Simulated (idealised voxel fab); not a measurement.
The name of this process module is voxel wiring stack.
Cross-section cut spans 195 nm and uses square cells 5 nm in size.
A cross-section in this document is a grid of square cells, and it is written down as bands, the top band listed before the ones below it; a band is made up of one or more rows of cells. Within each band entry, the heights of the top and of the bottom of the band appear first, in that order and in nm; the materials of the band then follow from left to right, each with its corresponding width in nm. The designation "full width" on a single material indicates that it fills the band from edge to edge; the designation "air" indicates empty space. Counting heights begins at 0, where everything beneath is, in the wafer as received, one material. The lowest band has no bottom; it goes on downwards, as "z 0 and below" shows. A width such as "30..40" changes by the same amount from each row of cells to the next, from the band's top row to its bottom row. The designation "no modifications", where it is given for a processing step, indicates that no cell of the cross-section was altered in the course of that step. Sealed-off cavities: empty space of 8 cells or more with no open way to the top, each as width x height at its distance from the left edge, in nm. Formally, on a step line, whatever follows the settings is a remark that the simulator itself makes on the step. A step line may carry the setting "overlay nm", which, for steps involving a mask, states the distance by which the mask lay to the right of its intended position; negative values denote displacement to the left. Pairs follow: section before one process step, section after it down to the lowest changed band, step with settings underneath. Pairs may come from different runs of this module on the same starting wafer; continuity with the pair above only as stated in the "Cross-section, before" entry.

# Cross-section, before
* z 120 to 115 | SiCN full width
* z 115 to 105 | lowk: 40, then TiN: 5, then Cu: 10, then TiN: 5, then lowk: 25, then TiN: 5, then Cu: 10, then TiN: 5, then lowk: 25, then TiN: 5, then Cu: 10, then TiN: 5, then lowk: 45
* z 105 to 100 | lowk: 40, then TiN: 5, then Cu: 5, then TiN: 10, then lowk: 25, then TiN: 5, then Cu: 5, then TiN: 10, then lowk: 25, then TiN: 5, then Cu: 5, then TiN: 10, then lowk: 45
* z 100 to 85 | lowk: 40, then TiN: 5, then Cu: 5, then TiN: 5, then lowk: 30, then TiN: 5, then Cu: 5, then TiN: 5, then lowk: 30, then TiN: 5, then Cu: 5, then TiN: 5, then lowk: 50
* z 85 to 80 | SiCN: 40, then TiN: 15, then SiCN: 30, then TiN: 15, then SiCN: 30, then TiN: 15, then SiCN: 50
* z 80 to 65 | SiO2: 40, then TiN: 5, then Cu: 10, then TiN: 5, then SiO2: 25, then TiN: 5, then Cu: 10, then TiN: 5, then SiO2: 25, then TiN: 5, then Cu: 10, then TiN: 5, then SiO2: 45
* z 65 to 60 | SiN: 40, then TiN: 20, then SiN: 25, then TiN: 20, then SiN: 25, then TiN: 20, then SiN: 45
* z 60 to 45 | lowk: 40, then Ru: 15, then lowk: 30, then Ru: 15, then lowk: 30, then Ru: 15, then lowk: 50
* z 45 to 40 | SiCN: 40, then Ru: 15, then SiCN: 30, then Ru: 15, then SiCN: 30, then Ru: 15, then SiCN: 50
* z 40 to 20 | lowk: 40, then Ru: 20, then lowk: 25, then Ru: 20, then lowk: 25, then Ru: 20, then lowk: 45
* z 20 to 15 | lowk: 40, then TiN: 20, then lowk: 25, then TiN: 20, then lowk: 25, then TiN: 20, then lowk: 45
* z 15 to 0 | SiO2 full width
* z 0 and below | Si full width
* Sealed-off cavities: none

# Post-Process Section
* z 120 to 115 | SiCN: 40, then air: 15, then SiCN: 30, then air: 15, then SiCN: 30, then air: 15, then SiCN: 50
* Rest of section, below 115: as before.
* Sealed-off cavities: none
Step lying between the two cross-sections just above: MASKED_ETCH,tone open,mask id PLUG_3,width nm 15,pitch nm 45,etch materials SiCN,depth nm 5,overlay nm 0

Cross-section, before: the wafer arrives at this step looking as the after cross-section in the pair just above shows it.

# Post-Process Section
* z 125 to 120 | TiN: 45, then air: 5, then TiN: 40, then air: 5, then TiN: 40, then air: 5, then TiN: 55
* z 120 to 115 | SiCN: 40, then TiN: 15, then SiCN: 30, then TiN: 15, then SiCN: 30, then TiN: 15, then SiCN: 50
* Rest of section, below 115: as before.
* Sealed-off cavities: none
Step lying between the two cross-sections just above: CONFORMAL_DEP,material TiN,thk nm 5

Cross-section, before: the wafer arrives at this step looking as the after cross-section in the pair just above shows it.

# Post-Process Section
* z 130 to 125 | Cu full width
* z 125 to 120 | TiN: 45, then Cu: 5, then TiN: 40, then Cu: 5, then TiN: 40, then Cu: 5, then TiN: 55
* Rest of section, below 120: as before.
* Sealed-off cavities: none
Step lying between the two cross-sections just above: FILL_DEP,material Cu,thk nm 5

Cross-section, before: the wafer arrives at this step looking as the after cross-section in the pair just above shows it.

# Post-Process Section
* z 135 to 130 | SiCN full width
* Rest of section, below 130: as before.
* Sealed-off cavities: none
Step lying between the two cross-sections just above: CONFORMAL_DEP,material SiCN,thk nm 5

Cross-section, before: the wafer arrives at this step looking as the after cross-section in the pair just above shows it.

# Post-Process Section
* z 160 to 135 | SiO2 full width
* Rest of section, below 135: as before.
* Sealed-off cavities: none
Step lying between the two cross-sections just above: DIRECTIONAL_DEP,material SiO2,thk nm 25

Cross-section, before: the wafer arrives at this step looking as the after cross-section in the pair just above shows it.

# Post-Process Section
* z 170 to 160 | aC full width
* Rest of section, below 160: as before.
* Sealed-off cavities: none
Step lying between the two cross-sections just above: DIRECTIONAL_DEP,material aC,thk nm 10

Cross-section, before: the wafer arrives at this step looking as the after cross-section in the pair just above shows it.

# Post-Process Section
* z 195 to 170 | resist: 40, then air: 20, then resist: 25, then air: 20, then resist: 25, then air: 20, then resist: 45
* Rest of section, below 170: as before.
* Sealed-off cavities: none
Step lying between the two cross-sections just above: PATTERN,tone open,mask id METAL_4,material resist,width nm 20,pitch nm 45,thk nm 25,overlay nm 0

Cross-section, before: the wafer arrives at this step looking as the after cross-section in the pair just above shows it.

# Post-Process Section
* z 185 to 170 | resist: 40, then air: 20, then resist: 25, then air: 20, then resist: 25, then air: 20, then resist: 45
* z 170 to 160 | aC: 40, then air: 20, then aC: 25, then air: 20, then aC: 25, then air: 20, then aC: 45
* Rest of section, below 160: as before.
* Sealed-off cavities: none
Step lying between the two cross-sections just above: DIRECTIONAL_ETCH,etch materials aC,depth nm 10

Cross-section, before: the wafer arrives at this step looking as the after cross-section in the pair just above shows it.

# Post-Process Section
* z 170 to 160 | aC: 40, then air: 20, then aC: 25, then air: 20, then aC: 25, then air: 20, then aC: 45
* Rest of section, below 160: as before.
* Sealed-off cavities: none
Step lying between the two cross-sections just above: STRIP,etch materials resist

Cross-section, before: the wafer arrives at this step looking as the after cross-section in the pair just above shows it.

# Post-Process Section
* z 170 to 160 | aC: 40, then air: 20, then aC: 25, then air: 20, then aC: 25, then air: 20, then aC: 45
* z 160 to 135 | SiO2: 40, then air: 20, then SiO2: 25, then air: 20, then SiO2: 25, then air: 20, then SiO2: 45
* Rest of section, below 135: as before.
* Sealed-off cavities: none
Step lying between the two cross-sections just above: DIRECTIONAL_ETCH,etch materials SiO2,depth nm 25

Cross-section, before: the wafer arrives at this step looking as the after cross-section in the pair just above shows it.

# Post-Process Section
* z 170 to 160 | aC: 40, then air: 20, then aC: 25, then air: 20, then aC: 25, then air: 20, then aC: 45
* z 160 to 135 | SiO2: 40, then air: 20, then SiO2: 25, then air: 20, then SiO2: 25, then air: 20, then SiO2: 45
* z 135 to 130 | SiCN: 40, then air: 20, then SiCN: 25, then air: 20, then SiCN: 25, then air: 20, then SiCN: 45
* Rest of section, below 130: as before.
* Sealed-off cavities: none
Step lying between the two cross-sections just above: DIRECTIONAL_ETCH,etch materials SiCN,depth nm 5

Cross-section, before: the wafer arrives at this step looking as the after cross-section in the pair just above shows it.

# Post-Process Section
* z 160 to 135 | SiO2: 40, then air: 20, then SiO2: 25, then air: 20, then SiO2: 25, then air: 20, then SiO2: 45
* Rest of section, below 135: as before.
* Sealed-off cavities: none
Step lying between the two cross-sections just above: STRIP,etch materials aC

Cross-section, before: the wafer arrives at this step looking as the after cross-section in the pair just above shows it.

# Post-Process Section
* z 165 to 160 | TiN: 45, then air: 10, then TiN: 35, then air: 10, then TiN: 35, then air: 10, then TiN: 50
* z 160 to 135 | SiO2: 40, then TiN: 5, then air: 10, then TiN: 5, then SiO2: 25, then TiN: 5, then air: 10, then TiN: 5, then SiO2: 25, then TiN: 5, then air: 10, then TiN: 5, then SiO2: 45
* z 135 to 130 | SiCN: 40, then TiN: 20, then SiCN: 25, then TiN: 20, then SiCN: 25, then TiN: 20, then SiCN: 45
* Rest of section, below 130: as before.
* Sealed-off cavities: none
Step lying between the two cross-sections just above: CONFORMAL_DEP,material TiN,thk nm 5

Cross-section, before: the wafer arrives at this step looking as the after cross-section in the pair just above shows it.

# Post-Process Section
* z 170 to 165 | Cu full width
* z 165 to 160 | TiN: 45, then Cu: 10, then TiN: 35, then Cu: 10, then TiN: 35, then Cu: 10, then TiN: 50
* z 160 to 135 | SiO2: 40, then TiN: 5, then Cu: 10, then TiN: 5, then SiO2: 25, then TiN: 5, then Cu: 10, then TiN: 5, then SiO2: 25, then TiN: 5, then Cu: 10, then TiN: 5, then SiO2: 45
* Rest of section, below 135: as before.
* Sealed-off cavities: none
Step lying between the two cross-sections just above: FILL_DEP,material Cu,thk nm 5

Cross-section, before: the wafer arrives at this step looking as the after cross-section in the pair just above shows it.

# Post-Process Section
* z 160 to 135 | SiO2: 40, then TiN: 5, then Cu: 10, then TiN: 5, then SiO2: 25, then TiN: 5, then Cu: 10, then TiN: 5, then SiO2: 25, then TiN: 5, then Cu: 10, then TiN: 5, then SiO2: 45
* Rest of section, below 135: as before.
* Sealed-off cavities: none
Step lying between the two cross-sections just above: CMP,height nm 160

Cross-section, before: the wafer arrives at this step looking as the after cross-section in the pair just above shows it.

# Post-Process Section
* z 165 to 160 | SiCN full width
* Rest of section, below 160: as before.
* Sealed-off cavities: none
Step lying between the two cross-sections just above: CONFORMAL_DEP,material SiCN,thk nm 5

# Cross-section, before
* z 15 to 0 | SiO2 full width
* z 0 and below | Si full width
* Sealed-off cavities: none

# Post-Process Section
* z 30 to 0 | SiO2 full width
* Rest of section, below 0: as before.
* Sealed-off cavities: none
Step lying between the two cross-sections just above: CONFORMAL_DEP,material SiO2,thk nm 15

Cross-section, before: the wafer arrives at this step looking as the after cross-section in the pair just above shows it.

# Post-Process Section
* z 35 to 30 | TiN full width
* Rest of section, below 30: as before.
* Sealed-off cavities: none
Step lying between the two cross-sections just above: DIRECTIONAL_DEP,material TiN,thk nm 5

Cross-section, before: the wafer arrives at this step looking as the after cross-section in the pair just above shows it.

# Post-Process Section
* z 55 to 35 | Ru full width
* Rest of section, below 35: as before.
* Sealed-off cavities: none
Step lying between the two cross-sections just above: DIRECTIONAL_DEP,material Ru,thk nm 20

Cross-section, before: the wafer arrives at this step looking as the after cross-section in the pair just above shows it.

# Post-Process Section
* z 75 to 55 | air: 40, then resist: 20, then air: 25, then resist: 20, then air: 25, then resist: 20, then air: 45
* Rest of section, below 55: as before.
* Sealed-off cavities: none
Step lying between the two cross-sections just above: PATTERN,tone cover,mask id METAL_1,material resist,width nm 20,pitch nm 45,thk nm 20,overlay nm 0

Cross-section, before: the wafer arrives at this step looking as the after cross-section in the pair just above shows it.

# Post-Process Section
* z 75 to 55 | air: 40, then resist: 20, then air: 25, then resist: 20, then air: 25, then resist: 20, then air: 45
* z 55 to 35 | air: 40, then Ru: 20, then air: 25, then Ru: 20, then air: 25, then Ru: 20, then air: 45
* Rest of section, below 35: as before.
* Sealed-off cavities: none
Step lying between the two cross-sections just above: DIRECTIONAL_ETCH,etch materials Ru,depth nm 20

Cross-section, before: the wafer arrives at this step looking as the after cross-section in the pair just above shows it.

# Post-Process Section
* z 75 to 55 | air: 40, then resist: 20, then air: 25, then resist: 20, then air: 25, then resist: 20, then air: 45
* z 55 to 35 | air: 40, then Ru: 20, then air: 25, then Ru: 20, then air: 25, then Ru: 20, then air: 45
* z 35 to 30 | air: 40, then TiN: 20, then air: 25, then TiN: 20, then air: 25, then TiN: 20, then air: 45
* Rest of section, below 30: as before.
* Sealed-off cavities: none
Step lying between the two cross-sections just above: DIRECTIONAL_ETCH,etch materials TiN,depth nm 5

Cross-section, before: the wafer arrives at this step looking as the after cross-section in the pair just above shows it.

# Post-Process Section
* z 55 to 35 | air: 40, then Ru: 20, then air: 25, then Ru: 20, then air: 25, then Ru: 20, then air: 45
* Rest of section, below 35: as before.
* Sealed-off cavities: none
Step lying between the two cross-sections just above: STRIP,etch materials resist

Cross-section, before: the wafer arrives at this step looking as the after cross-section in the pair just above shows it.

# Post-Process Section
* z 65 to 55 | lowk full width
* z 55 to 35 | lowk: 40, then Ru: 20, then lowk: 25, then Ru: 20, then lowk: 25, then Ru: 20, then lowk: 45
* z 35 to 30 | lowk: 40, then TiN: 20, then lowk: 25, then TiN: 20, then lowk: 25, then TiN: 20, then lowk: 45
* Rest of section, below 30: as before.
* Sealed-off cavities: none
Step lying between the two cross-sections just above: FILL_DEP,material lowk,thk nm 10

Cross-section, before: the wafer arrives at this step looking as the after cross-section in the pair just above shows it.

# Post-Process Section
* z 40 to 35 | lowk: 40, then Ru: 20, then lowk: 25, then Ru: 20, then lowk: 25, then Ru: 20, then lowk: 45
* Rest of section, below 35: as before.
* Sealed-off cavities: none
Step lying between the two cross-sections just above: CMP,height nm 40

Cross-section, before: the wafer arrives at this step looking as the after cross-section in the pair just above shows it.

# Post-Process Section
* z 45 to 40 | SiCN full width
* Rest of section, below 40: as before.
* Sealed-off cavities: none
Step lying between the two cross-sections just above: CONFORMAL_DEP,material SiCN,thk nm 5

Cross-section, before: the wafer arrives at this step looking as the after cross-section in the pair just above shows it.

# Post-Process Section
* z 60 to 45 | lowk full width
* Rest of section, below 45: as before.
* Sealed-off cavities: none
Step lying between the two cross-sections just above: DIRECTIONAL_DEP,material lowk,thk nm 15

Cross-section, before: the wafer arrives at this step looking as the after cross-section in the pair just above shows it.

# Post-Process Section
* z 75 to 60 | aC full width
* Rest of section, below 60: as before.
* Sealed-off cavities: none
Step lying between the two cross-sections just above: DIRECTIONAL_DEP,material aC,thk nm 15

Cross-section, before: the wafer arrives at this step looking as the after cross-section in the pair just above shows it.

# Post-Process Section
* z 110 to 75 | resist: 40, then air: 15, then resist: 30, then air: 15, then resist: 30, then air: 15, then resist: 50
* Rest of section, below 75: as before.
* Sealed-off cavities: none
Step lying between the two cross-sections just above: PATTERN,tone open,mask id PLUG_1,material resist,width nm 15,pitch nm 45,thk nm 35,overlay nm 0

Cross-section, before: the wafer arrives at this step looking as the after cross-section in the pair just above shows it.

# Post-Process Section
* z 95 to 75 | resist: 40, then air: 15, then resist: 30, then air: 15, then resist: 30, then air: 15, then resist: 50
* z 75 to 60 | aC: 40, then air: 15, then aC: 30, then air: 15, then aC: 30, then air: 15, then aC: 50
* Rest of section, below 60: as before.
* Sealed-off cavities: none
Step lying between the two cross-sections just above: DIRECTIONAL_ETCH,etch materials aC,depth nm 15

Cross-section, before: the wafer arrives at this step looking as the after cross-section in the pair just above shows it.

# Post-Process Section
* z 75 to 60 | aC: 40, then air: 15, then aC: 30, then air: 15, then aC: 30, then air: 15, then aC: 50
* Rest of section, below 60: as before.
* Sealed-off cavities: none
Step lying between the two cross-sections just above: STRIP,etch materials resist

Cross-section, before: the wafer arrives at this step looking as the after cross-section in the pair just above shows it.

# Post-Process Section
* z 75 to 60 | aC: 40, then air: 15, then aC: 30, then air: 15, then aC: 30, then air: 15, then aC: 50
* z 60 to 45 | lowk: 40, then air: 15, then lowk: 30, then air: 15, then lowk: 30, then air: 15, then lowk: 50
* Rest of section, below 45: as before.
* Sealed-off cavities: none
Step lying between the two cross-sections just above: DIRECTIONAL_ETCH,etch materials lowk,depth nm 15

Cross-section, before: the wafer arrives at this step looking as the after cross-section in the pair just above shows it.

# Post-Process Section
* z 75 to 60 | aC: 40, then air: 15, then aC: 30, then air: 15, then aC: 30, then air: 15, then aC: 50
* z 60 to 45 | lowk: 40, then air: 15, then lowk: 30, then air: 15, then lowk: 30, then air: 15, then lowk: 50
* z 45 to 40 | SiCN: 40, then air: 15, then SiCN: 30, then air: 15, then SiCN: 30, then air: 15, then SiCN: 50
* Rest of section, below 40: as before.
* Sealed-off cavities: none
Step lying between the two cross-sections just above: DIRECTIONAL_ETCH,etch materials SiCN,depth nm 5

Cross-section, before: the wafer arrives at this step looking as the after cross-section in the pair just above shows it.

# Post-Process Section
* z 60 to 45 | lowk: 40, then air: 15, then lowk: 30, then air: 15, then lowk: 30, then air: 15, then lowk: 50
* Rest of section, below 45: as before.
* Sealed-off cavities: none
Step lying between the two cross-sections just above: STRIP,etch materials aC

Cross-section, before: the wafer arrives at this step looking as the after cross-section in the pair just above shows it.

# Post-Process Section
* z 60 to 50 | lowk: 40, then air: 15, then lowk: 30, then air: 15, then lowk: 30, then air: 15, then lowk: 50
* z 50 to 45 | lowk: 40, then Ru: 15, then lowk: 30, then Ru: 15, then lowk: 30, then Ru: 15, then lowk: 50
* z 45 to 40 | SiCN: 40, then Ru: 15, then SiCN: 30, then Ru: 15, then SiCN: 30, then Ru: 15, then SiCN: 50
* Rest of section, below 40: as before.
* Sealed-off cavities: none
Step lying between the two cross-sections just above: EPI,material Ru,thk nm 10

Cross-section, before: the wafer arrives at this step looking as the after cross-section in the pair just above shows it.

# Post-Process Section
* z 60 to 45 | lowk: 40, then Ru: 15, then lowk: 30, then Ru: 15, then lowk: 30, then Ru: 15, then lowk: 50
* Rest of section, below 45: as before.
* Sealed-off cavities: none
Step lying between the two cross-sections just above: EPI,material Ru,thk nm 10

Cross-section, before: the wafer arrives at this step looking as the after cross-section in the pair just above shows it.

# Post-Process Section
* z 65 to 60 | SiN full width
* Rest of section, below 60: as before.
* Sealed-off cavities: none
Step lying between the two cross-sections just above: CONFORMAL_DEP,material SiN,thk nm 5

Cross-section, before: the wafer arrives at this step looking as the after cross-section in the pair just above shows it.

# Post-Process Section
* z 80 to 65 | SiO2 full width
* Rest of section, below 65: as before.
* Sealed-off cavities: none
Step lying between the two cross-sections just above: DIRECTIONAL_DEP,material SiO2,thk nm 15

Cross-section, before: the wafer arrives at this step looking as the after cross-section in the pair just above shows it.

# Post-Process Section
* z 90 to 80 | aC full width
* Rest of section, below 80: as before.
* Sealed-off cavities: none
Step lying between the two cross-sections just above: DIRECTIONAL_DEP,material aC,thk nm 10

Cross-section, before: the wafer arrives at this step looking as the after cross-section in the pair just above shows it.

# Post-Process Section
* z 120 to 90 | resist: 40, then air: 20, then resist: 25, then air: 20, then resist: 25, then air: 20, then resist: 45
* Rest of section, below 90: as before.
* Sealed-off cavities: none
Step lying between the two cross-sections just above: PATTERN,tone open,mask id METAL_2,material resist,width nm 20,pitch nm 45,thk nm 30,overlay nm 0

Cross-section, before: the wafer arrives at this step looking as the after cross-section in the pair just above shows it.

# Post-Process Section
* z 110 to 90 | resist: 40, then air: 20, then resist: 25, then air: 20, then resist: 25, then air: 20, then resist: 45
* z 90 to 80 | aC: 40, then air: 20, then aC: 25, then air: 20, then aC: 25, then air: 20, then aC: 45
* Rest of section, below 80: as before.
* Sealed-off cavities: none
Step lying between the two cross-sections just above: DIRECTIONAL_ETCH,etch materials aC,depth nm 10

Cross-section, before: the wafer arrives at this step looking as the after cross-section in the pair just above shows it.

# Post-Process Section
* z 90 to 80 | aC: 40, then air: 20, then aC: 25, then air: 20, then aC: 25, then air: 20, then aC: 45
* Rest of section, below 80: as before.
* Sealed-off cavities: none
Step lying between the two cross-sections just above: STRIP,etch materials resist

Cross-section, before: the wafer arrives at this step looking as the after cross-section in the pair just above shows it.

# Post-Process Section
* z 90 to 80 | aC: 40, then air: 20, then aC: 25, then air: 20, then aC: 25, then air: 20, then aC: 45
* z 80 to 65 | SiO2: 40, then air: 20, then SiO2: 25, then air: 20, then SiO2: 25, then air: 20, then SiO2: 45
* Rest of section, below 65: as before.
* Sealed-off cavities: none
Step lying between the two cross-sections just above: DIRECTIONAL_ETCH,etch materials SiO2,depth nm 15

Cross-section, before: the wafer arrives at this step looking as the after cross-section in the pair just above shows it.

# Post-Process Section
* z 90 to 80 | aC: 40, then air: 20, then aC: 25, then air: 20, then aC: 25, then air: 20, then aC: 45
* z 80 to 65 | SiO2: 40, then air: 20, then SiO2: 25, then air: 20, then SiO2: 25, then air: 20, then SiO2: 45
* z 65 to 60 | SiN: 40, then air: 20, then SiN: 25, then air: 20, then SiN: 25, then air: 20, then SiN: 45
* Rest of section, below 60: as before.
* Sealed-off cavities: none
Step lying between the two cross-sections just above: DIRECTIONAL_ETCH,etch materials SiN,depth nm 5

Cross-section, before: the wafer arrives at this step looking as the after cross-section in the pair just above shows it.

# Post-Process Section
* z 80 to 65 | SiO2: 40, then air: 20, then SiO2: 25, then air: 20, then SiO2: 25, then air: 20, then SiO2: 45
* Rest of section, below 65: as before.
* Sealed-off cavities: none
Step lying between the two cross-sections just above: STRIP,etch materials aC

Cross-section, before: the wafer arrives at this step looking as the after cross-section in the pair just above shows it.

# Post-Process Section
* z 85 to 80 | TiN: 45, then air: 10, then TiN: 35, then air: 10, then TiN: 35, then air: 10, then TiN: 50
* z 80 to 65 | SiO2: 40, then TiN: 5, then air: 10, then TiN: 5, then SiO2: 25, then TiN: 5, then air: 10, then TiN: 5, then SiO2: 25, then TiN: 5, then air: 10, then TiN: 5, then SiO2: 45
* z 65 to 60 | SiN: 40, then TiN: 20, then SiN: 25, then TiN: 20, then SiN: 25, then TiN: 20, then SiN: 45
* Rest of section, below 60: as before.
* Sealed-off cavities: none
Step lying between the two cross-sections just above: CONFORMAL_DEP,material TiN,thk nm 5

Cross-section, before: the wafer arrives at this step looking as the after cross-section in the pair just above shows it.

# Post-Process Section
* z 95 to 85 | Cu full width
* z 85 to 80 | TiN: 45, then Cu: 10, then TiN: 35, then Cu: 10, then TiN: 35, then Cu: 10, then TiN: 50
* z 80 to 65 | SiO2: 40, then TiN: 5, then Cu: 10, then TiN: 5, then SiO2: 25, then TiN: 5, then Cu: 10, then TiN: 5, then SiO2: 25, then TiN: 5, then Cu: 10, then TiN: 5, then SiO2: 45
* Rest of section, below 65: as before.
* Sealed-off cavities: none
Step lying between the two cross-sections just above: FILL_DEP,material Cu,thk nm 10

Cross-section, before: the wafer arrives at this step looking as the after cross-section in the pair just above shows it.

# Post-Process Section
* z 80 to 65 | SiO2: 40, then TiN: 5, then Cu: 10, then TiN: 5, then SiO2: 25, then TiN: 5, then Cu: 10, then TiN: 5, then SiO2: 25, then TiN: 5, then Cu: 10, then TiN: 5, then SiO2: 45
* Rest of section, below 65: as before.
* Sealed-off cavities: none
Step lying between the two cross-sections just above: CMP,height nm 80

Cross-section, before: the wafer arrives at this step looking as the after cross-section in the pair just above shows it.

# Post-Process Section
* z 85 to 80 | SiCN full width
* Rest of section, below 80: as before.
* Sealed-off cavities: none
Step lying between the two cross-sections just above: CONFORMAL_DEP,material SiCN,thk nm 5

Cross-section, before: the wafer arrives at this step looking as the after cross-section in the pair just above shows it.

# Post-Process Section
* z 115 to 85 | lowk full width
* Rest of section, below 85: as before.
* Sealed-off cavities: none
Step lying between the two cross-sections just above: DIRECTIONAL_DEP,material lowk,thk nm 30

Cross-section, before: the wafer arrives at this step looking as the after cross-section in the pair just above shows it.

# Post-Process Section
* z 130 to 115 | aC full width
* Rest of section, below 115: as before.
* Sealed-off cavities: none
Step lying between the two cross-sections just above: DIRECTIONAL_DEP,material aC,thk nm 15

Cross-section, before: the wafer arrives at this step looking as the after cross-section in the pair just above shows it.

# Post-Process Section
* z 165 to 130 | resist: 40, then air: 20, then resist: 25, then air: 20, then resist: 25, then air: 20, then resist: 45
* Rest of section, below 130: as before.
* Sealed-off cavities: none
Step lying between the two cross-sections just above: PATTERN,tone open,mask id METAL_3,material resist,width nm 20,pitch nm 45,thk nm 35,overlay nm 0

Cross-section, before: the wafer arrives at this step looking as the after cross-section in the pair just above shows it.

# Post-Process Section
* z 150 to 130 | resist: 40, then air: 20, then resist: 25, then air: 20, then resist: 25, then air: 20, then resist: 45
* z 130 to 115 | aC: 40, then air: 20, then aC: 25, then air: 20, then aC: 25, then air: 20, then aC: 45
* Rest of section, below 115: as before.
* Sealed-off cavities: none
Step lying between the two cross-sections just above: DIRECTIONAL_ETCH,etch materials aC,depth nm 15

Cross-section, before: the wafer arrives at this step looking as the after cross-section in the pair just above shows it.

# Post-Process Section
* z 130 to 115 | aC: 40, then air: 20, then aC: 25, then air: 20, then aC: 25, then air: 20, then aC: 45
* Rest of section, below 115: as before.
* Sealed-off cavities: none
Step lying between the two cross-sections just above: STRIP,etch materials resist

Cross-section, before: the wafer arrives at this step looking as the after cross-section in the pair just above shows it.

# Post-Process Section
* z 130 to 115 | aC: 40, then air: 20, then aC: 25, then air: 20, then aC: 25, then air: 20, then aC: 45
* z 115 to 100 | lowk: 40, then air: 20, then lowk: 25, then air: 20, then lowk: 25, then air: 20, then lowk: 45
* Rest of section, below 100: as before.
* Sealed-off cavities: none
Step lying between the two cross-sections just above: DIRECTIONAL_ETCH,etch materials lowk,depth nm 15

Cross-section, before: the wafer arrives at this step looking as the after cross-section in the pair just above shows it.

# Post-Process Section
* z 115 to 100 | lowk: 40, then air: 20, then lowk: 25, then air: 20, then lowk: 25, then air: 20, then lowk: 45
* Rest of section, below 100: as before.
* Sealed-off cavities: none
Step lying between the two cross-sections just above: STRIP,etch materials aC

Cross-section, before: the wafer arrives at this step looking as the after cross-section in the pair just above shows it.

# Post-Process Section
* z 115 to 100 | lowk: 40, then air: 20, then lowk: 25, then air: 20, then lowk: 25, then air: 20, then lowk: 45
* z 100 to 85 | lowk: 40, then air: 15, then lowk: 30, then air: 15, then lowk: 30, then air: 15, then lowk: 50
* Rest of section, below 85: as before.
* Sealed-off cavities: none
Step lying between the two cross-sections just above: MASKED_ETCH,tone open,mask id METAL_3_HOLES,width nm 15,pitch nm 45,etch materials lowk,depth nm 15,overlay nm 0

Cross-section, before: the wafer arrives at this step looking as the after cross-section in the pair just above shows it.

# Post-Process Section
* z 115 to 100 | lowk: 40, then air: 20, then lowk: 25, then air: 20, then lowk: 25, then air: 20, then lowk: 45
* z 100 to 85 | lowk: 40, then air: 15, then lowk: 30, then air: 15, then lowk: 30, then air: 15, then lowk: 50
* z 85 to 80 | SiCN: 40, then air: 15, then SiCN: 30, then air: 15, then SiCN: 30, then air: 15, then SiCN: 50
* Rest of section, below 80: as before.
* Sealed-off cavities: none
Step lying between the two cross-sections just above: MASKED_ETCH,tone open,mask id METAL_3_HOLES,width nm 15,pitch nm 45,etch materials SiCN,depth nm 5,overlay nm 0

Cross-section, before: the wafer arrives at this step looking as the after cross-section in the pair just above shows it.

# Post-Process Section
* z 120 to 115 | TiN: 45, then air: 10, then TiN: 35, then air: 10, then TiN: 35, then air: 10, then TiN: 50
* z 115 to 105 | lowk: 40, then TiN: 5, then air: 10, then TiN: 5, then lowk: 25, then TiN: 5, then air: 10, then TiN: 5, then lowk: 25, then TiN: 5, then air: 10, then TiN: 5, then lowk: 45
* z 105 to 100 | lowk: 40, then TiN: 5, then air: 5, then TiN: 10, then lowk: 25, then TiN: 5, then air: 5, then TiN: 10, then lowk: 25, then TiN: 5, then air: 5, then TiN: 10, then lowk: 45
* z 100 to 85 | lowk: 40, then TiN: 5, then air: 5, then TiN: 5, then lowk: 30, then TiN: 5, then air: 5, then TiN: 5, then lowk: 30, then TiN: 5, then air: 5, then TiN: 5, then lowk: 50
* z 85 to 80 | SiCN: 40, then TiN: 15, then SiCN: 30, then TiN: 15, then SiCN: 30, then TiN: 15, then SiCN: 50
* Rest of section, below 80: as before.
* Sealed-off cavities: none
Step lying between the two cross-sections just above: CONFORMAL_DEP,material TiN,thk nm 5

Cross-section, before: the wafer arrives at this step looking as the after cross-section in the pair just above shows it.

# Post-Process Section
* z 125 to 120 | Cu full width
* z 120 to 115 | TiN: 45, then Cu: 10, then TiN: 35, then Cu: 10, then TiN: 35, then Cu: 10, then TiN: 50
* z 115 to 105 | lowk: 40, then TiN: 5, then Cu: 10, then TiN: 5, then lowk: 25, then TiN: 5, then Cu: 10, then TiN: 5, then lowk: 25, then TiN: 5, then Cu: 10, then TiN: 5, then lowk: 45
* z 105 to 100 | lowk: 40, then TiN: 5, then Cu: 5, then TiN: 10, then lowk: 25, then TiN: 5, then Cu: 5, then TiN: 10, then lowk: 25, then TiN: 5, then Cu: 5, then TiN: 10, then lowk: 45
* z 100 to 85 | lowk: 40, then TiN: 5, then Cu: 5, then TiN: 5, then lowk: 30, then TiN: 5, then Cu: 5, then TiN: 5, then lowk: 30, then TiN: 5, then Cu: 5, then TiN: 5, then lowk: 50
* Rest of section, below 85: as before.
* Sealed-off cavities: none
Step lying between the two cross-sections just above: FILL_DEP,material Cu,thk nm 5

Cross-section, before: the wafer arrives at this step looking as the after cross-section in the pair just above shows it.

# Post-Process Section
* z 115 to 105 | lowk: 40, then TiN: 5, then Cu: 10, then TiN: 5, then lowk: 25, then TiN: 5, then Cu: 10, then TiN: 5, then lowk: 25, then TiN: 5, then Cu: 10, then TiN: 5, then lowk: 45
* Rest of section, below 105: as before.
* Sealed-off cavities: none
Step lying between the two cross-sections just above: CMP,height nm 115

Cross-section, before: the wafer arrives at this step looking as the after cross-section in the pair just above shows it.

# Post-Process Section
* z 120 to 115 | SiCN full width
* Rest of section, below 115: as before.
* Sealed-off cavities: none
Step lying between the two cross-sections just above: CONFORMAL_DEP,material SiCN,thk nm 5

Cross-section, before: the wafer arrives at this step looking as the after cross-section in the pair just above shows it.

# Post-Process Section
* z 130 to 120 | lowk full width
* Rest of section, below 120: as before.
* Sealed-off cavities: none
Step lying between the two cross-sections just above: DIRECTIONAL_DEP,material lowk,thk nm 10

Cross-section, before: the wafer arrives at this step looking as the after cross-section in the pair just above shows it.

# Post-Process Section
* z 130 to 120 | lowk: 40, then air: 15, then lowk: 30, then air: 15, then lowk: 30, then air: 15, then lowk: 50
* Rest of section, below 120: as before.
* Sealed-off cavities: none
Step lying between the two cross-sections just above: MASKED_ETCH,tone open,mask id PLUG_3,width nm 15,pitch nm 45,etch materials lowk,depth nm 10,overlay nm 0
